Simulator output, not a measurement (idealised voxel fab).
You're looking at the process module voxel transistor to metal.
Displayed cross-section: cut, width of 200 nm, square cells sized 5 nm.
Reading order for cross-sections: top band down to bottom band. Underlying form: a grid of square cells. Band size: one or more rows of cells. Heights first: top, then bottom, in nm. Then materials, left to right, each with a width in nm. "edge to edge" on a single material: fills the band edge to edge. "empty": empty space. Beneath 0, the wafer as received is one material, and that level is where height counting begins. The lowest band goes on downward without a bottom; it is written like "z 0 and below". Note: "30..40" means the width goes from the first number (top row of the band) to the second number (bottom row) in equal steps per row of cells. "everything unchanged" (step): cross-section cells unchanged, all of them. Closed empty spaces (no open way to the top) of 8 cells or more are what "Fully sealed voids" lists, each as width x height at distance from the left edge, nm for all three. Formally, on a step line, whatever follows the settings is a remark that the simulator itself makes on the step. overlay nm, on a step with a mask: how far to the right of its planned place the mask lay; to the left if negative. Quick note on how to read the rest: it's all pairs. You get the cross-section before a process step and the one after, but the after one only goes down as far as the lowest band that changed. The step in between, with its settings, sits under the pair. Heads up, the pairs can come from different runs of this module on the same starting wafer, so don't assume a pair picks up from the one above unless its "Pre-step condition" entry says it does.
# Pre-step condition
    z 50 to 35 | SiO2 60 nm; empty 20 nm; SiO2 60 nm; empty 20 nm; SiO2 40 nm
    z 35 to 20 | SiO2 60 nm; empty 20 nm; SiN 5 nm; SiO2 5 nm; SiCN 20 nm; SiO2 5 nm; SiN 5 nm; SiO2 20 nm; empty 20 nm; SiO2 40 nm
    z 20 to 0 | SiO2 60 nm; empty 20 nm; SiN 5 nm; SiO2 5 nm; polySi 20 nm; SiO2 5 nm; SiN 5 nm; SiO2 20 nm; empty 20 nm; SiO2 40 nm
    z 0 to -5 | SiO2 60 nm; empty 10 nm; nSi 10 nm; SiN 5 nm; SiO2 5 nm; polySi 20 nm; SiO2 5 nm; SiN 5 nm; nSi 10 nm; SiO2 10 nm; empty 20 nm; SiO2 40 nm
    z -5 to -10 | SiO2 60 nm; empty 10 nm; nSi 10 nm; SiO2 40 nm; nSi 10 nm; SiO2 10 nm; empty 20 nm; SiO2 40 nm
    z -10 to -20 | SiO2 50 nm; nSi 30 nm; Si 40 nm; nSi 30 nm; SiO2 50 nm
    z -20 to -45 | SiO2 50 nm; Si 100 nm; SiO2 50 nm
    z -45 and below | Si edge to edge
    Fully sealed voids: none
# Post-Step Geometry
    z 55 to 50 | TiN 65 nm; empty 10 nm; TiN 70 nm; empty 10 nm; TiN 45 nm
    z 50 to 35 | SiO2 60 nm; TiN 5 nm; empty 10 nm; TiN 5 nm; SiO2 60 nm; TiN 5 nm; empty 10 nm; TiN 5 nm; SiO2 40 nm
    z 35 to 20 | SiO2 60 nm; TiN 5 nm; empty 10 nm; TiN 5 nm; SiN 5 nm; SiO2 5 nm; SiCN 20 nm; SiO2 5 nm; SiN 5 nm; SiO2 20 nm; TiN 5 nm; empty 10 nm; TiN 5 nm; SiO2 40 nm
    z 20 to 5 | SiO2 60 nm; TiN 5 nm; empty 10 nm; TiN 5 nm; SiN 5 nm; SiO2 5 nm; polySi 20 nm; SiO2 5 nm; SiN 5 nm; SiO2 20 nm; TiN 5 nm; empty 10 nm; TiN 5 nm; SiO2 40 nm
    z 5 to 0 | SiO2 60 nm; TiN 20 nm; SiN 5 nm; SiO2 5 nm; polySi 20 nm; SiO2 5 nm; SiN 5 nm; SiO2 20 nm; TiN 5 nm; empty 10 nm; TiN 5 nm; SiO2 40 nm
    z 0 to -5 | SiO2 60 nm; TiN 10 nm; nSi 10 nm; SiN 5 nm; SiO2 5 nm; polySi 20 nm; SiO2 5 nm; SiN 5 nm; nSi 10 nm; SiO2 10 nm; TiN 5 nm; empty 10 nm; TiN 5 nm; SiO2 40 nm
    z -5 to -10 | SiO2 60 nm; TiN 10 nm; nSi 10 nm; SiO2 40 nm; nSi 10 nm; SiO2 10 nm; TiN 20 nm; SiO2 40 nm
    Lower than -10, everything is as it was.
    Fully sealed voids: none
Between before and after, shown above: CONFORMAL_DEP with material TiN, thk nm 5
Pre-step condition: see preceding pair, after cross-section.
# Post-Step Geometry
    z 65 to 55 | W edge to edge
    z 55 to 50 | TiN 65 nm; W 10 nm; TiN 70 nm; W 10 nm; TiN 45 nm
    z 50 to 35 | SiO2 60 nm; TiN 5 nm; W 10 nm; TiN 5 nm; SiO2 60 nm; TiN 5 nm; W 10 nm; TiN 5 nm; SiO2 40 nm
    z 35 to 20 | SiO2 60 nm; TiN 5 nm; W 10 nm; TiN 5 nm; SiN 5 nm; SiO2 5 nm; SiCN 20 nm; SiO2 5 nm; SiN 5 nm; SiO2 20 nm; TiN 5 nm; W 10 nm; TiN 5 nm; SiO2 40 nm
    z 20 to 5 | SiO2 60 nm; TiN 5 nm; W 10 nm; TiN 5 nm; SiN 5 nm; SiO2 5 nm; polySi 20 nm; SiO2 5 nm; SiN 5 nm; SiO2 20 nm; TiN 5 nm; W 10 nm; TiN 5 nm; SiO2 40 nm
    z 5 to 0 | SiO2 60 nm; TiN 20 nm; SiN 5 nm; SiO2 5 nm; polySi 20 nm; SiO2 5 nm; SiN 5 nm; SiO2 20 nm; TiN 5 nm; W 10 nm; TiN 5 nm; SiO2 40 nm
    z 0 to -5 | SiO2 60 nm; TiN 10 nm; nSi 10 nm; SiN 5 nm; SiO2 5 nm; polySi 20 nm; SiO2 5 nm; SiN 5 nm; nSi 10 nm; SiO2 10 nm; TiN 5 nm; W 10 nm; TiN 5 nm; SiO2 40 nm
    Lower than -5, everything is as it was.
    Fully sealed voids: none
Between before and after, shown above: FILL_DEP with material W, thk nm 10
Pre-step condition: see preceding pair, after cross-section.
# Post-Step Geometry
    z 50 to 35 | SiO2 60 nm; TiN 5 nm; W 10 nm; TiN 5 nm; SiO2 60 nm; TiN 5 nm; W 10 nm; TiN 5 nm; SiO2 40 nm
    Lower than 35, everything is as it was.
    Fully sealed voids: none
Between before and after, shown above: CMP with height nm 50
Pre-step condition: see preceding pair, after cross-section.
# Post-Step Geometry
    z 55 to 50 | SiN edge to edge
    Lower than 50, everything is as it was.
    Fully sealed voids: none
Between before and after, shown above: CONFORMAL_DEP with material SiN, thk nm 5
Pre-step condition: see preceding pair, after cross-section.
# Post-Step Geometry
    z 80 to 55 | lowk edge to edge
    Lower than 55, everything is as it was.
    Fully sealed voids: none
Between before and after, shown above: DIRECTIONAL_DEP with material lowk, thk nm 25
Pre-step condition: see preceding pair, after cross-section.
# Post-Step Geometry
    z 80 to 55 | lowk 50 nm; empty 20 nm; lowk 60 nm; empty 20 nm; lowk 50 nm
    Lower than 55, everything is as it was.
    Fully sealed voids: none
Between before and after, shown above: MASKED_ETCH with tone open, mask id METAL_1, width nm 20, pitch nm 80, etch materials lowk, depth nm 25, overlay nm 0
Pre-step condition: see preceding pair, after cross-section.
# Post-Step Geometry
    z 80 to 55 | lowk 50 nm; empty 20 nm; lowk 60 nm; empty 20 nm; lowk 50 nm
    z 55 to 50 | SiN 50 nm; empty 20 nm; SiN 60 nm; empty 20 nm; SiN 50 nm
    Lower than 50, everything is as it was.
    Fully sealed voids: none
Between before and after, shown above: MASKED_ETCH with tone open, mask id METAL_1, width nm 20, pitch nm 80, etch materials SiN, depth nm 5, overlay nm 0
Pre-step condition: see preceding pair, after cross-section.
# Post-Step Geometry
    z 85 to 80 | TiN 55 nm; empty 10 nm; TiN 70 nm; empty 10 nm; TiN 55 nm
    z 80 to 55 | lowk 50 nm; TiN 5 nm; empty 10 nm; TiN 5 nm; lowk 60 nm; TiN 5 nm; empty 10 nm; TiN 5 nm; lowk 50 nm
    z 55 to 50 | SiN 50 nm; TiN 20 nm; SiN 60 nm; TiN 20 nm; SiN 50 nm
    Lower than 50, everything is as it was.
    Fully sealed voids: none
Between before and after, shown above: CONFORMAL_DEP with material TiN, thk nm 5
Pre-step condition: see preceding pair, after cross-section.
# Post-Step Geometry
    z 95 to 85 | W edge to edge
    z 85 to 80 | TiN 55 nm; W 10 nm; TiN 70 nm; W 10 nm; TiN 55 nm
    z 80 to 55 | lowk 50 nm; TiN 5 nm; W 10 nm; TiN 5 nm; lowk 60 nm; TiN 5 nm; W 10 nm; TiN 5 nm; lowk 50 nm
    Lower than 55, everything is as it was.
    Fully sealed voids: none
Between before and after, shown above: FILL_DEP with material W, thk nm 10
Pre-step condition: see preceding pair, after cross-section.
# Post-Step Geometry
    z 80 to 55 | lowk 50 nm; TiN 5 nm; W 10 nm; TiN 5 nm; lowk 60 nm; TiN 5 nm; W 10 nm; TiN 5 nm; lowk 50 nm
    Lower than 55, everything is as it was.
    Fully sealed voids: none
Between before and after, shown above: CMP with height nm 80
Pre-step condition: see preceding pair, after cross-section.
# Post-Step Geometry
    z 85 to 80 | empty 45 nm; Ru 30 nm; empty 50 nm; Ru 30 nm; empty 45 nm
    Lower than 80, everything is as it was.
    Fully sealed voids: none
Between before and after, shown above: EPI with material Ru, thk nm 5
Pre-step condition: see preceding pair, after cross-section.
# Post-Step Geometry
    z 90 to 85 | SiCN edge to edge
    z 85 to 80 | SiCN 45 nm; Ru 30 nm; SiCN 50 nm; Ru 30 nm; SiCN 45 nm
    Lower than 80, everything is as it was.
    Fully sealed voids: none
Between before and after, shown above: FILL_DEP with material SiCN, thk nm 5
# Pre-step condition
    z 35 to 20 | SiO2 80 nm; SiN 5 nm; SiO2 5 nm; SiCN 20 nm; SiO2 5 nm; SiN 5 nm; SiO2 80 nm
    z 20 to 0 | SiO2 80 nm; SiN 5 nm; SiO2 5 nm; polySi 20 nm; SiO2 5 nm; SiN 5 nm; SiO2 80 nm
    z 0 to -5 | SiO2 70 nm; nSi 10 nm; SiN 5 nm; SiO2 5 nm; polySi 20 nm; SiO2 5 nm; SiN 5 nm; nSi 10 nm; SiO2 70 nm
    z -5 to -10 | SiO2 70 nm; nSi 10 nm; SiO2 40 nm; nSi 10 nm; SiO2 70 nm
    z -10 to -20 | SiO2 50 nm; nSi 30 nm; Si 40 nm; nSi 30 nm; SiO2 50 nm
    z -20 to -45 | SiO2 50 nm; Si 100 nm; SiO2 50 nm
    z -45 and below | Si edge to edge
    Fully sealed voids: none
# Post-Step Geometry
    z 50 to 35 | polySi edge to edge
    Lower than 35, everything is as it was.
    Fully sealed voids: none
Between before and after, shown above: DIRECTIONAL_DEP with material polySi, thk nm 15
Pre-step condition: see preceding pair, after cross-section.
# Post-Step Geometry
    z 60 to 50 | aC edge to edge
    Lower than 50, everything is as it was.
    Fully sealed voids: none
Between before and after, shown above: DIRECTIONAL_DEP with material aC, thk nm 10
Pre-step condition: see preceding pair, after cross-section.
# Post-Step Geometry
    z 85 to 60 | resist 50 nm; empty 20 nm; resist 60 nm; empty 20 nm; resist 50 nm
    Lower than 60, everything is as it was.
    Fully sealed voids: none
Between before and after, shown above: PATTERN with tone open, mask id CONTACT, material resist, width nm 20, pitch nm 80, thk nm 25, overlay nm 0
Pre-step condition: see preceding pair, after cross-section.
# Post-Step Geometry
    z 75 to 60 | resist 50 nm; empty 20 nm; resist 60 nm; empty 20 nm; resist 50 nm
    z 60 to 50 | aC 50 nm; empty 20 nm; aC 60 nm; empty 20 nm; aC 50 nm
    Lower than 50, everything is as it was.
    Fully sealed voids: none
Between before and after, shown above: DIRECTIONAL_ETCH with etch materials aC, depth nm 10
Pre-step condition: see preceding pair, after cross-section.
# Post-Step Geometry
    z 60 to 50 | aC 50 nm; empty 20 nm; aC 60 nm; empty 20 nm; aC 50 nm
    Lower than 50, everything is as it was.
    Fully sealed voids: none
Between before and after, shown above: STRIP with etch materials resist
Pre-step condition: see preceding pair, after cross-section.
# Post-Step Geometry
    z 50 to 35 | polySi edge to edge
    Lower than 35, everything is as it was.
    Fully sealed voids: none
Between before and after, shown above: STRIP with etch materials aC
Pre-step condition: see preceding pair, after cross-section.
# Post-Step Geometry
    z 55 to 50 | TiN edge to edge
    Lower than 50, everything is as it was.
    Fully sealed voids: none
Between before and after, shown above: CONFORMAL_DEP with material TiN, thk nm 5
Pre-step condition: see preceding pair, after cross-section.
# Post-Step Geometry
    z 65 to 55 | W edge to edge
    Lower than 55, everything is as it was.
    Fully sealed voids: none
Between before and after, shown above: FILL_DEP with material W, thk nm 10
Pre-step condition: see preceding pair, after cross-section.
# Post-Step Geometry
    z 50 to 35 | polySi edge to edge
    Lower than 35, everything is as it was.
    Fully sealed voids: none
Between before and after, shown above: CMP with height nm 50
Pre-step condition: see preceding pair, after cross-section.
# Post-Step Geometry
    z 55 to 50 | SiN edge to edge
    Lower than 50, everything is as it was.
    Fully sealed voids: none
Between before and after, shown above: CONFORMAL_DEP with material SiN, thk nm 5
Pre-step condition: see preceding pair, after cross-section.
# Post-Step Geometry
    z 80 to 55 | lowk edge to edge
    Lower than 55, everything is as it was.
    Fully sealed voids: none
Between before and after, shown above: DIRECTIONAL_DEP with material lowk, thk nm 25
Pre-step condition: see preceding pair, after cross-section.
# Post-Step Geometry
    z 80 to 55 | lowk 50 nm; empty 20 nm; lowk 60 nm; empty 20 nm; lowk 50 nm
    Lower than 55, everything is as it was.
    Fully sealed voids: none
Between before and after, shown above: MASKED_ETCH with tone open, mask id METAL_1, width nm 20, pitch nm 80, etch materials lowk, depth nm 25, overlay nm 0
Pre-step condition: see preceding pair, after cross-section.
# Post-Step Geometry
    z 80 to 55 | lowk 50 nm; empty 20 nm; lowk 60 nm; empty 20 nm; lowk 50 nm
    z 55 to 50 | SiN 50 nm; empty 20 nm; SiN 60 nm; empty 20 nm; SiN 50 nm
    Lower than 50, everything is as it was.
    Fully sealed voids: none
Between before and after, shown above: MASKED_ETCH with tone open, mask id METAL_1, width nm 20, pitch nm 80, etch materials SiN, depth nm 5, overlay nm 0
Pre-step condition: see preceding pair, after cross-section.
# Post-Step Geometry
    z 85 to 80 | TiN 55 nm; empty 10 nm; TiN 70 nm; empty 10 nm; TiN 55 nm
    z 80 to 55 | lowk 50 nm; TiN 5 nm; empty 10 nm; TiN 5 nm; lowk 60 nm; TiN 5 nm; empty 10 nm; TiN 5 nm; lowk 50 nm
    z 55 to 50 | SiN 50 nm; TiN 20 nm; SiN 60 nm; TiN 20 nm; SiN 50 nm
    Lower than 50, everything is as it was.
    Fully sealed voids: none
Between before and after, shown above: CONFORMAL_DEP with material TiN, thk nm 5
Pre-step condition: see preceding pair, after cross-section.
# Post-Step Geometry
    z 95 to 85 | W edge to edge
    z 85 to 80 | TiN 55 nm; W 10 nm; TiN 70 nm; W 10 nm; TiN 55 nm
    z 80 to 55 | lowk 50 nm; TiN 5 nm; W 10 nm; TiN 5 nm; lowk 60 nm; TiN 5 nm; W 10 nm; TiN 5 nm; lowk 50 nm
    Lower than 55, everything is as it was.
    Fully sealed voids: none
Between before and after, shown above: FILL_DEP with material W, thk nm 10
Pre-step condition: see preceding pair, after cross-section.
# Post-Step Geometry
    z 80 to 55 | lowk 50 nm; TiN 5 nm; W 10 nm; TiN 5 nm; lowk 60 nm; TiN 5 nm; W 10 nm; TiN 5 nm; lowk 50 nm
    Lower than 55, everything is as it was.
    Fully sealed voids: none
Between before and after, shown above: CMP with height nm 80
Pre-step condition: see preceding pair, after cross-section.
# Post-Step Geometry
    z 85 to 80 | empty 45 nm; Ru 30 nm; empty 50 nm; Ru 30 nm; empty 45 nm
    Lower than 80, everything is as it was.
    Fully sealed voids: none
Between before and after, shown above: EPI with material Ru, thk nm 5
Pre-step condition: see preceding pair, after cross-section.
# Post-Step Geometry
    z 90 to 85 | SiCN edge to edge
    z 85 to 80 | SiCN 45 nm; Ru 30 nm; SiCN 50 nm; Ru 30 nm; SiCN 45 nm
    Lower than 80, everything is as it was.
    Fully sealed voids: none
Between before and after, shown above: FILL_DEP with material SiCN, thk nm 5
# Pre-step condition
    z 80 to 55 | lowk edge to edge
    z 55 to 50 | SiN edge to edge
    z 50 to 35 | SiO2 50 nm; TiN 5 nm; W 10 nm; TiN 5 nm; SiO2 60 nm; TiN 5 nm; W 10 nm; TiN 5 nm; SiO2 50 nm
    z 35 to 20 | SiO2 50 nm; TiN 5 nm; W 10 nm; TiN 5 nm; SiO2 10 nm; SiN 5 nm; SiO2 5 nm; SiCN 20 nm; SiO2 5 nm; SiN 5 nm; SiO2 10 nm; TiN 5 nm; W 10 nm; TiN 5 nm; SiO2 50 nm
    z 20 to 0 | SiO2 50 nm; TiN 5 nm; W 10 nm; TiN 5 nm; SiO2 10 nm; SiN 5 nm; SiO2 5 nm; polySi 20 nm; SiO2 5 nm; SiN 5 nm; SiO2 10 nm; TiN 5 nm; W 10 nm; TiN 5 nm; SiO2 50 nm
    z 0 to -5 | SiO2 50 nm; TiN 5 nm; W 10 nm; TiN 5 nm; nSi 10 nm; SiN 5 nm; SiO2 5 nm; polySi 20 nm; SiO2 5 nm; SiN 5 nm; nSi 10 nm; TiN 5 nm; W 10 nm; TiN 5 nm; SiO2 50 nm
    z -5 to -10 | SiO2 50 nm; TiN 20 nm; nSi 10 nm; SiO2 40 nm; nSi 10 nm; TiN 20 nm; SiO2 50 nm
    z -10 to -20 | SiO2 50 nm; nSi 30 nm; Si 40 nm; nSi 30 nm; SiO2 50 nm
    z -20 to -45 | SiO2 50 nm; Si 100 nm; SiO2 50 nm
    z -45 and below | Si edge to edge
    Fully sealed voids: none
# Post-Step Geometry
    z 80 to 55 | empty 50 nm; lowk 20 nm; empty 60 nm; lowk 20 nm; empty 50 nm
    Lower than 55, everything is as it was.
    Fully sealed voids: none
Between before and after, shown above: MASKED_ETCH with tone cover, mask id METAL_1, width nm 20, pitch nm 80, etch materials lowk, depth nm 25, overlay nm 0
Pre-step condition: see preceding pair, after cross-section.
# Post-Step Geometry
    z 85 to 80 | empty 45 nm; TiN 30 nm; empty 50 nm; TiN 30 nm; empty 45 nm
    z 80 to 60 | empty 45 nm; TiN 5 nm; lowk 20 nm; TiN 5 nm; empty 50 nm; TiN 5 nm; lowk 20 nm; TiN 5 nm; empty 45 nm
    z 60 to 55 | TiN 50 nm; lowk 20 nm; TiN 60 nm; lowk 20 nm; TiN 50 nm
    Lower than 55, everything is as it was.
    Fully sealed voids: none
Between before and after, shown above: CONFORMAL_DEP with material TiN, thk nm 5
Pre-step condition: see preceding pair, after cross-section.
# Post-Step Geometry
    z 95 to 85 | W edge to edge
    z 85 to 80 | W 45 nm; TiN 30 nm; W 50 nm; TiN 30 nm; W 45 nm
    z 80 to 60 | W 45 nm; TiN 5 nm; lowk 20 nm; TiN 5 nm; W 50 nm; TiN 5 nm; lowk 20 nm; TiN 5 nm; W 45 nm
    Lower than 60, everything is as it was.
    Fully sealed voids: none
Between before and after, shown above: FILL_DEP with material W, thk nm 10
Pre-step condition: see preceding pair, after cross-section.
# Post-Step Geometry
    z 80 to 60 | W 45 nm; TiN 5 nm; lowk 20 nm; TiN 5 nm; W 50 nm; TiN 5 nm; lowk 20 nm; TiN 5 nm; W 45 nm
    Lower than 60, everything is as it was.
    Fully sealed voids: none
Between before and after, shown above: CMP with height nm 80
Pre-step condition: see preceding pair, after cross-section.
# Post-Step Geometry
    z 85 to 80 | Ru 55 nm; empty 10 nm; Ru 70 nm; empty 10 nm; Ru 55 nm
    Lower than 80, everything is as it was.
    Fully sealed voids: none
Between before and after, shown above: EPI with material Ru, thk nm 5
Pre-step condition: see preceding pair, after cross-section.
# Post-Step Geometry
    z 90 to 85 | SiCN edge to edge
    z 85 to 80 | Ru 55 nm; SiCN 10 nm; Ru 70 nm; SiCN 10 nm; Ru 55 nm
    Lower than 80, everything is as it was.
    Fully sealed voids: none
Between before and after, shown above: FILL_DEP with material SiCN, thk nm 5
